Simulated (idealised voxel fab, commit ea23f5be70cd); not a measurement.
process module | voxel self aligned vias
cross-section cut | 240 nm wide | cells 5 nm
A cross-section is a grid of square cells, given in bands from the top down. A band is one or more rows of cells.
Each band's line starts with the height of the band's top and of its bottom, in nm. Then come its materials from left to right, each with its width in nm. One material with "throughout" fills the band from edge to edge. "air" is empty space.
Height 0 is the level under which the wafer as received is all one material. The lowest band goes on downwards, as in "0 down".
A width such as "30 to 40" changes by the same amount from each row of cells to the next, from the band's top row to its bottom row.
"no change" after a step means that no cell of the cross-section changed.
closed voids: empty space of 8 cells or more with no open way to the top, each as width x height at its distance from the left edge, in nm
after a step's settings: what the simulator itself notes on the step
overlay nm, on a step with a mask: how far to the right of its planned place the mask lay; to the left if negative
plan
1 op RECEIVE | material Si
2 op CONFORMAL_DEP | material SiO2 | thk nm 10
3 op CONFORMAL_DEP | material SiCN | thk nm 5
4 op DIRECTIONAL_DEP | material lowk | thk nm 25
5 op PATTERN | tone open | mask id LINES | material resist | width nm 25 | pitch nm 60 | thk nm 20 | overlay nm 0
6 op DIRECTIONAL_ETCH | etch materials lowk | depth nm 25
7 op STRIP | etch materials resist
8 op CONFORMAL_DEP | material TiN | thk nm 5
9 op FILL_DEP | material W | thk nm 5
10 op CMP | height nm 40
11 op SELECTIVE_ETCH | etch materials W Ru TiN | depth nm 10
12 op FILL_DEP | material SiN | thk nm 10
13 op CMP | height nm 40
14 op DIRECTIONAL_DEP | material lowk | thk nm 20
15 op DIRECTIONAL_DEP | material aC | thk nm 5
16 op PATTERN | tone open | mask id VIAS | material resist | width nm 45 | pitch nm 120 | thk nm 30 | overlay nm 0
17 op DIRECTIONAL_ETCH | etch materials aC | depth nm 10
18 op STRIP | etch materials resist
19 op DIRECTIONAL_ETCH | etch materials lowk | depth nm 20
20 op DIRECTIONAL_ETCH | etch materials SiN | depth nm 10
21 op STRIP | etch materials aC
22 op CONFORMAL_DEP | material TiN | thk nm 5
23 op FILL_DEP | material Cu | thk nm 5
24 op CMP | height nm 60
25 op CONFORMAL_DEP | material SiN | thk nm 5
varied across the wafers: thk nm of step 15. The plan shows the first wafer's value. All wafers start alike
first wafer as received, after step 1
  0 down: Si throughout
  closed voids: none
first wafer at the end, after step 25
  65 to 60: SiN throughout
  60 to 45: lowk 35 | TiN 5 | Cu 35 | TiN 5 | lowk 75 | TiN 5 | Cu 35 | TiN 5 | lowk 40
  45 to 40: lowk 35 | TiN 15 | Cu 15 | TiN 15 | lowk 75 | TiN 15 | Cu 15 | TiN 15 | lowk 40
  40 to 35: lowk 45 | TiN 5 | Cu 15 | TiN 5 | lowk 35 | SiN 25 | lowk 35 | TiN 5 | Cu 15 | TiN 5 | lowk 50
  35 to 30: lowk 45 | TiN 25 | lowk 35 | SiN 25 | lowk 35 | TiN 25 | lowk 50
  30 to 20: lowk 45 | TiN 5 | W 15 | TiN 5 | lowk 35 | TiN 5 | W 15 | TiN 5 | lowk 35 | TiN 5 | W 15 | TiN 5 | lowk 50
  20 to 15: lowk 45 | TiN 25 | lowk 35 | TiN 25 | lowk 35 | TiN 25 | lowk 50
  15 to 10: SiCN throughout
  10 to 0: SiO2 throughout
  0 down: Si throughout
  closed voids: none
last wafer at the end
  65 to 60: SiN throughout
  60 to 40: lowk throughout
  40 to 30: lowk 45 | SiN 25 | lowk 35 | SiN 25 | lowk 35 | SiN 25 | lowk 50
  30 to 20: lowk 45 | TiN 5 | W 15 | TiN 5 | lowk 35 | TiN 5 | W 15 | TiN 5 | lowk 35 | TiN 5 | W 15 | TiN 5 | lowk 50
  20 to 15: lowk 45 | TiN 25 | lowk 35 | TiN 25 | lowk 35 | TiN 25 | lowk 50
  15 to 10: SiCN throughout
  10 to 0: SiO2 throughout
  0 down: Si throughout
  closed voids: none
each wafer at the end: cells of each material gained (+) or lost (-) since it was received, then its closed voids
thk nm 5 | +54 Cu | +48 SiCN | +58 SiN | +96 SiO2 | +65 TiN | +18 W | +285 lowk | closed voids: none
thk nm 10 | +54 Cu | +48 SiCN | +58 SiN | +96 SiO2 | +65 TiN | +18 W | +285 lowk | closed voids: none
thk nm 15 | +48 SiCN | +78 SiN | +96 SiO2 | +27 TiN | +18 W | +357 lowk | closed voids: none
thk nm 20 | +48 SiCN | +78 SiN | +96 SiO2 | +27 TiN | +18 W | +357 lowk | closed voids: none
thk nm 25 | +48 SiCN | +78 SiN | +96 SiO2 | +27 TiN | +18 W | +357 lowk | closed voids: none
